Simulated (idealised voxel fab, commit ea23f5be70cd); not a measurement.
voxel wiring stack: a process module
Square cell edge 5 nm, section width 230 nm, ID cut.
Format of a cross-section: grid, square cells. Given as bands. Order: top down. Band: one or more rows of cells.
Each band's line starts with the height of the band's top and of its bottom, in nm. Then come its materials from left to right, each with its width in nm. One material with "everywhere" fills the band from edge to edge. "air" is empty space.
A quick word on heights: they are counted from 0, and under that level the wafer as it came to us is one material throughout. The lowest band is different from the rest in having no bottom; it simply continues downward, written as in "from 0 down".
Width: "30..40" (first number = top row, second number = bottom row, same change from row to row of cells).
No cell of the cross-section changed in a step that is given as "nothing was modified".
"Closed void listing" specifies each empty space that is not open to the top and that occupies no fewer than 8 cells, using the form width x height at distance, the distance measured from the left edge and all three quantities in nm.
That trailing text on a step's line, after the settings, is the simulator's own remark on the step.
overlay nm: for a step with a mask, the amount by which the mask lay right of where it was planned; a negative amount means left of it.
Planned process steps
1: op RECEIVE | material Si
2: op CONFORMAL_DEP | material SiO2 | thk nm 10
3: op DIRECTIONAL_DEP | material TiN | thk nm 5
4: op DIRECTIONAL_DEP | material W | thk nm 25
5: op MASKED_ETCH | tone cover | mask id METAL_1 | width nm 25 | pitch nm 40 | etch materials W | depth nm 25 | overlay nm 0
6: op MASKED_ETCH | tone cover | mask id METAL_1 | width nm 25 | pitch nm 40 | etch materials TiN | depth nm 5 | overlay nm 0
7: op CONFORMAL_DEP | material SiCN | thk nm 5
8: op FILL_DEP | material lowk | thk nm 10
9: op CMP | height nm 40
10: op CONFORMAL_DEP | material SiCN | thk nm 5
11: op DIRECTIONAL_DEP | material SiO2 | thk nm 10
12: op PATTERN | tone open | mask id PLUG_1 | material resist | width nm 15 | thk nm 20 | overlay nm 0
13: op DIRECTIONAL_ETCH | etch materials SiO2 | depth nm 10
14: op DIRECTIONAL_ETCH | etch materials SiCN | depth nm 5
15: op STRIP | etch materials resist
16: op CONFORMAL_DEP | material TiN | thk nm 5
17: op FILL_DEP | material Ru | thk nm 5
18: op CMP | height nm 55
19: op CONFORMAL_DEP | material SiCN | thk nm 5
20: op DIRECTIONAL_DEP | material lowk | thk nm 25
21: op MASKED_ETCH | tone open | mask id METAL_2 | width nm 25 | pitch nm 40 | etch materials lowk | depth nm 25 | overlay nm 0
22: op MASKED_ETCH | tone open | mask id METAL_2 | width nm 25 | pitch nm 40 | etch materials SiCN | depth nm 5 | overlay nm 0
23: op CONFORMAL_DEP | material TiN | thk nm 5
24: op FILL_DEP | material Cu | thk nm 5
25: op CMP | height nm 85
26: op CONFORMAL_DEP | material SiCN | thk nm 5
27: op DIRECTIONAL_DEP | material lowk | thk nm 10
28: op MASKED_ETCH | tone open | mask id PLUG_2 | width nm 15 | etch materials lowk | depth nm 10 | overlay nm 0
29: op MASKED_ETCH | tone open | mask id PLUG_2 | width nm 15 | etch materials SiCN | depth nm 5 | overlay nm 0
30: op CONFORMAL_DEP | material TiN | thk nm 5
31: op FILL_DEP | material Cu | thk nm 5
32: op CMP | height nm 100
33: op DIRECTIONAL_DEP | material TiN | thk nm 5
34: op DIRECTIONAL_DEP | material W | thk nm 25
35: op DIRECTIONAL_DEP | material aC | thk nm 10
36: op PATTERN | tone cover | mask id METAL_3 | material resist | width nm 25 | pitch nm 40 | thk nm 25 | overlay nm 0
37: op DIRECTIONAL_ETCH | etch materials aC | depth nm 10
38: op STRIP | etch materials resist
39: op DIRECTIONAL_ETCH | etch materials W | depth nm 25
40: op DIRECTIONAL_ETCH | etch materials TiN | depth nm 5
41: op STRIP | etch materials aC
42: op FILL_DEP | material lowk | thk nm 10
43: op CMP | height nm 130
44: op CONFORMAL_DEP | material SiCN | thk nm 5
45: op DIRECTIONAL_DEP | material lowk | thk nm 10
46: op MASKED_ETCH | tone open | mask id PLUG_3 | width nm 15 | etch materials lowk | depth nm 10 | overlay nm 0
47: op MASKED_ETCH | tone open | mask id PLUG_3 | width nm 15 | etch materials SiCN | depth nm 5 | overlay nm 0
48: op CONFORMAL_DEP | material TiN | thk nm 5
49: op FILL_DEP | material W | thk nm 10
50: op CMP | height nm 145
51: op CONFORMAL_DEP | material SiN | thk nm 5
52: op DIRECTIONAL_DEP | material SiO2 | thk nm 25
53: op MASKED_ETCH | tone open | mask id METAL_4 | width nm 25 | pitch nm 40 | etch materials SiO2 | depth nm 25 | overlay nm 0
54: op MASKED_ETCH | tone open | mask id METAL_4 | width nm 25 | pitch nm 40 | etch materials SiN | depth nm 5 | overlay nm 0
55: op CONFORMAL_DEP | material TiN | thk nm 5
56: op FILL_DEP | material Ru | thk nm 10
57: op CMP | height nm 175
58: op EPI | material Ru | thk nm 5
59: op FILL_DEP | material SiCN | thk nm 5
Cross-section of the incoming wafer, state after step 1
from 0 down: Si everywhere
Closed void listing: none
Starting wafer: above. Plan: above. Run: one mistake. Cross-section after the module: below
from 185 to 180: SiO2 everywhere
from 180 to 175: SiO2=75, Ru=35, SiO2=5, Ru=35, SiO2=80
from 175 to 150: SiO2=80, TiN=5, Ru=15, TiN=5, SiO2=15, TiN=5, Ru=15, TiN=5, SiO2=85
from 150 to 145: SiN=80, TiN=25, SiN=15, TiN=25, SiN=85
from 145 to 135: lowk=80, TiN=5, W=5, TiN=5, lowk=135
from 135 to 130: SiCN=80, TiN=15, SiCN=135
from 130 to 105: lowk=80, W=25, lowk=15, W=25, lowk=85
from 105 to 100: lowk=80, TiN=25, lowk=15, TiN=25, lowk=85
from 100 to 90: lowk=80, TiN=5, Cu=5, TiN=5, lowk=135
from 90 to 85: SiCN=80, TiN=15, SiCN=135
from 85 to 60: lowk=80, TiN=5, Cu=15, TiN=5, lowk=15, TiN=5, Cu=15, TiN=5, lowk=85
from 60 to 55: SiCN=80, TiN=25, SiCN=15, TiN=25, SiCN=85
from 55 to 45: SiO2=80, TiN=5, Ru=5, TiN=5, SiO2=135
from 45 to 40: SiCN=80, TiN=15, SiCN=135
from 40 to 15: lowk=75, SiCN=5, W=25, SiCN=5, lowk=5, SiCN=5, W=25, SiCN=5, lowk=80
from 15 to 10: SiCN=80, TiN=25, SiCN=15, TiN=25, SiCN=85
from 10 to 0: SiO2 everywhere
from 0 down: Si everywhere
Closed void listing: none
Diagnosis: off-plan run, step 59, actual operation and settings op FILL_DEP | material SiO2 | thk nm 5
